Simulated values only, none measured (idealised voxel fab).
Herein follows the process module entitled voxel fin reveal.
Each square cell in cross-section cut measures 5 nm, and the section as a whole is 180 nm wide.
The cross-sections in this document take the form of a grid made of square cells. They are written out as bands, in order from top to bottom. Each band consists of one or more rows of cells. For a band, the entry starts with two heights in nm, that of the top and then that of the bottom, and carries on with the band's materials in order from left to right, each alongside its width in nm; the word "throughout" beside a single material means it fills the band edge to edge, and "blank" means empty space. Basically, 0 is our baseline, since under it the wafer straight out of the box is all one material. The bottom band has no lower end and keeps on going down, so it looks like "0 -> down". It should be noted that a width expressed as "30 to 40" varies in equal increments from row to row of cells within the band, taking the value of the first number at the top row and that of the second number at the bottom row. Where a step carries "everything unchanged", the cross-section came out of it unchanged, cell for cell. The label "Closed empty spaces" introduces a list of the empty spaces, 8 cells or larger, that have no open way up to the top; each entry in it reads width x height at distance, where the distance is taken from the left edge and all three are stated in nm. Formally, on a step line, whatever follows the settings is a remark that the simulator itself makes on the step. What "overlay nm" on a step's line means: if the step has a mask, that mask lay this far to the right of its planned place, or, when the value is negative, to the left.
## So here's the lineup of process steps we planned
- 1: RECEIVE (material Si)
- 2: CONFORMAL_DEP (material SiN; thk nm 10)
- 3: DIRECTIONAL_DEP (material aC; thk nm 10)
- 4: PATTERN (tone cover; mask id FINS; material resist; width nm 15; pitch nm 35; thk nm 30; overlay nm 0)
- 5: DIRECTIONAL_ETCH (etch materials aC; depth nm 10)
- 6: STRIP (etch materials resist)
- 7: DIRECTIONAL_ETCH (etch materials SiN; depth nm 10)
- 8: DIRECTIONAL_ETCH (etch materials Si; depth nm 40)
- 9: STRIP (etch materials aC)
- 10: FILL_DEP (material SiO2; thk nm 5)
- 11: CMP (height nm 10)
- 12: SELECTIVE_ETCH (etch materials SiO2; depth nm 25)
- 13: STRIP (etch materials SiN)
- 14: CONFORMAL_DEP (material SiO2; thk nm 5)
## So this is the incoming wafer in cross-section - it's already been through step 1
	0 -> down  Si throughout
	Closed empty spaces: none
## End state of the module in cross-section, given the above starting point and plan and one mistake in execution
	5 -> 0  40 blank / 25 SiO2 / 10 blank / 25 SiO2 / 10 blank / 25 SiO2 / 45 blank
	0 -> -40  45 SiO2 / 15 Si / 20 SiO2 / 15 Si / 20 SiO2 / 15 Si / 50 SiO2
	-40 -> down  Si throughout
	Closed empty spaces: none
Heads up, the wafer didn't run the way we planned it: step 12 off recipe, ran as SELECTIVE_ETCH (etch materials SiO2; depth nm 15)
